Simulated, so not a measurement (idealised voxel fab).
process module | voxel released beams
Cross-section cut spans 165 nm and uses square cells 5 nm in size.
Cross-section layout: square cells on a grid; listed as bands, top to bottom; a band spans one or more cell rows.
Each band's line starts with the height of the band's top and of its bottom, in nm. Then come its materials from left to right, each with its width in nm. One material with "edge to edge" fills the band from edge to edge. "air" is empty space.
Below 0: as-received wafer, all one material; heights counted from there. Lowest band: no bottom, goes on down, written "0 down".
The two numbers in a width such as "30 to 40" mark its ends across the band: the first belongs to the top row of cells, the second to the bottom row, and from each row to the next the width moves by the same amount.
You'll sometimes find "nothing got changed" written for a step, and that's the way of saying that nowhere in the cross-section did a cell change during that step.
What "Sealed-off cavities" gives you is every empty space of 8 cells or more that is cut off from the top. Each appears as width x height at distance, with the distance taken from the left edge and width, height and distance all in nm.
If you see something after the settings on a step's line, that's the simulator's own remark about that step.
What "overlay nm" on a step's line means: if the step has a mask, that mask lay this far to the right of its planned place, or, when the value is negative, to the left.
-- The planned process steps are enumerated hereunder
| 1 | RECEIVE,material Si |
| 2 | CONFORMAL_DEP,material SiN,thk nm 10 |
| 3 | DIRECTIONAL_DEP,material SiO2,thk nm 20 |
| 4 | DIRECTIONAL_DEP,material aC,thk nm 15 |
| 5 | PATTERN,tone open,mask id ANCHOR,material resist,width nm 35,thk nm 30,overlay nm 0 |
| 6 | DIRECTIONAL_ETCH,etch materials aC,depth nm 15 |
| 7 | STRIP,etch materials resist |
| 8 | DIRECTIONAL_ETCH,etch materials SiO2,depth nm 20 |
| 9 | STRIP,etch materials aC |
| 10 | CONFORMAL_DEP,material polySi,thk nm 15 |
| 11 | DIRECTIONAL_DEP,material aC,thk nm 15 |
| 12 | PATTERN,tone cover,mask id BEAM,material resist,width nm 95,thk nm 35,overlay nm 0 |
| 13 | DIRECTIONAL_ETCH,etch materials aC,depth nm 15 |
| 14 | STRIP,etch materials resist |
| 15 | DIRECTIONAL_ETCH,etch materials polySi,depth nm 15 |
| 16 | STRIP,etch materials aC |
| 17 | STRIP,etch materials SiO2 |
-- First out of two wafers; run went to plan
-- Cross-sectional view of the wafer in its as-received condition, corresponding to the state after step 1
* 0 down = Si edge to edge
* Sealed-off cavities: none
-- after step 2
* 10 to 0 = SiN edge to edge
* Anything lower than 0 is untouched.
-- after step 3
* 30 to 10 = SiO2 edge to edge
* Anything lower than 10 is untouched.
-- after step 4
* 45 to 30 = aC edge to edge
* Anything lower than 30 is untouched.
-- after step 5
* 75 to 45 = resist: 35, then air: 35, then resist: 95
* Anything lower than 45 is untouched.
-- after step 6
* 60 to 45 = resist: 35, then air: 35, then resist: 95
* 45 to 30 = aC: 35, then air: 35, then aC: 95
* Anything lower than 30 is untouched.
-- after step 7
* 45 to 30 = aC: 35, then air: 35, then aC: 95
* Anything lower than 30 is untouched.
-- after step 8
* 45 to 30 = aC: 35, then air: 35, then aC: 95
* 30 to 10 = SiO2: 35, then air: 35, then SiO2: 95
* Anything lower than 10 is untouched.
-- after step 9
* 30 to 10 = SiO2: 35, then air: 35, then SiO2: 95
* Anything lower than 10 is untouched.
-- after step 10
* 45 to 30 = polySi: 50, then air: 5, then polySi: 110
* 30 to 25 = SiO2: 35, then polySi: 15, then air: 5, then polySi: 15, then SiO2: 95
* 25 to 10 = SiO2: 35, then polySi: 35, then SiO2: 95
* Anything lower than 10 is untouched.
-- after step 11
* 60 to 45 = aC: 50, then air: 5, then aC: 110
* 45 to 40 = polySi: 50, then air: 5, then polySi: 110
* 40 to 30 = polySi: 50, then aC: 5, then polySi: 110
* 30 to 25 = SiO2: 35, then polySi: 15, then aC: 5, then polySi: 15, then SiO2: 95
* Anything lower than 25 is untouched.
-- after step 12
* 95 to 60 = air: 30, then resist: 95, then air: 40
* 60 to 45 = aC: 50, then resist: 5, then aC: 110
* 45 to 40 = polySi: 50, then resist: 5, then polySi: 110
* Anything lower than 40 is untouched.
-- after step 13
* 80 to 60 = air: 30, then resist: 95, then air: 40
* 60 to 45 = air: 30, then aC: 20, then resist: 5, then aC: 70, then air: 40
* Anything lower than 45 is untouched.
-- after step 14
* 60 to 45 = air: 30, then aC: 20, then air: 5, then aC: 70, then air: 40
* 45 to 40 = polySi: 50, then air: 5, then polySi: 110
* Anything lower than 40 is untouched.
-- after step 15
* 60 to 45 = air: 30, then aC: 20, then air: 5, then aC: 70, then air: 40
* 45 to 40 = air: 30, then polySi: 20, then air: 5, then polySi: 70, then air: 40
* 40 to 30 = air: 30, then polySi: 20, then aC: 5, then polySi: 70, then air: 40
* Anything lower than 30 is untouched.
-- after step 16
* 45 to 30 = air: 30, then polySi: 20, then air: 5, then polySi: 70, then air: 40
* 30 to 25 = SiO2: 35, then polySi: 15, then air: 5, then polySi: 15, then SiO2: 95
* Anything lower than 25 is untouched.
-- after step 17
* 45 to 30 = air: 30, then polySi: 20, then air: 5, then polySi: 70, then air: 40
* 30 to 25 = air: 35, then polySi: 15, then air: 5, then polySi: 15, then air: 95
* 25 to 10 = air: 35, then polySi: 35, then air: 95
* Anything lower than 10 is untouched.
-- Second wafer, same starting state and plan as the first, one mistake in the run, identical through step 9
-- Second wafer: cross-section at the scheduled end of step 10
* 60 to 30 = polySi edge to edge
* 30 to 10 = SiO2: 35, then polySi: 35, then SiO2: 95
* Anything lower than 10 is untouched.
-- Second wafer: cross-section at the scheduled end of step 11
* 75 to 60 = aC edge to edge
* Anything lower than 60 is untouched.
-- Second wafer: cross-section at the scheduled end of step 12
* 110 to 75 = air: 30, then resist: 95, then air: 40
* Anything lower than 75 is untouched.
-- Second wafer: cross-section at the scheduled end of step 13
* 95 to 75 = air: 30, then resist: 95, then air: 40
* 75 to 60 = air: 30, then aC: 95, then air: 40
* Anything lower than 60 is untouched.
-- Second wafer: cross-section at the scheduled end of step 14
* 75 to 60 = air: 30, then aC: 95, then air: 40
* Anything lower than 60 is untouched.
-- Second wafer: cross-section at the scheduled end of step 15
* 75 to 60 = air: 30, then aC: 95, then air: 40
* 60 to 45 = air: 30, then polySi: 95, then air: 40
* Anything lower than 45 is untouched.
-- Second wafer: cross-section at the scheduled end of step 16
* 60 to 45 = air: 30, then polySi: 95, then air: 40
* Anything lower than 45 is untouched.
Second wafer: cross-section at the scheduled end of step 17: nothing got changed
Misprocessing identified: heads up, step 10 of the plan got done twice
Final comparison by cell count, materials where the second wafer has more or fewer than the first: 104 more of SiO2 | 103 more of polySi
